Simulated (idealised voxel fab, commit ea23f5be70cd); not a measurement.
process module | voxel trench capacitor
cross-section cut | 255 nm wide | cells 5 nm
A cross-section is a grid of square cells, given in bands from the top down. A band is one or more rows of cells.
Each band's line starts with the height of the band's top and of its bottom, in nm. Then come its materials from left to right, each with its width in nm. One material with "throughout" fills the band from edge to edge. "air" is empty space.
Height 0 is the level under which the wafer as received is all one material. The lowest band goes on downwards, as in "0 down".
A width such as "30 to 40" changes by the same amount from each row of cells to the next, from the band's top row to its bottom row.
"no change" after a step means that no cell of the cross-section changed.
closed voids: empty space of 8 cells or more with no open way to the top, each as width x height at its distance from the left edge, in nm
after a step's settings: what the simulator itself notes on the step
overlay nm, on a step with a mask: how far to the right of its planned place the mask lay; to the left if negative
plan
1 op RECEIVE | material Si
2 op CONFORMAL_DEP | material SiN | thk nm 5
3 op PATTERN | tone open | mask id TRENCH | material resist | width nm 25 | pitch nm 50 | thk nm 20 | overlay nm 0
4 op DIRECTIONAL_ETCH | etch materials SiN | depth nm 5
5 op DIRECTIONAL_ETCH | etch materials Si | depth nm 30
6 op STRIP | etch materials resist
7 op CONFORMAL_DEP | material HfO2 | thk nm 5
8 op CONFORMAL_DEP | material TiN | thk nm 5
9 op FILL_DEP | material W | thk nm 10
10 op CMP | height nm 5
as received, after step 1
  0 down: Si throughout
  closed voids: none
a wafer at the end: this start, this plan, one mistake
  5 to 0: SiN 65 | HfO2 25 | SiN 25 | HfO2 25 | SiN 25 | HfO2 25 | SiN 65
  0 to -30: Si 65 | HfO2 25 | Si 25 | HfO2 25 | Si 25 | HfO2 25 | Si 65
  -30 down: Si throughout
  closed voids: none
what went wrong: step 7 ran as: op CONFORMAL_DEP | material HfO2 | thk nm 15
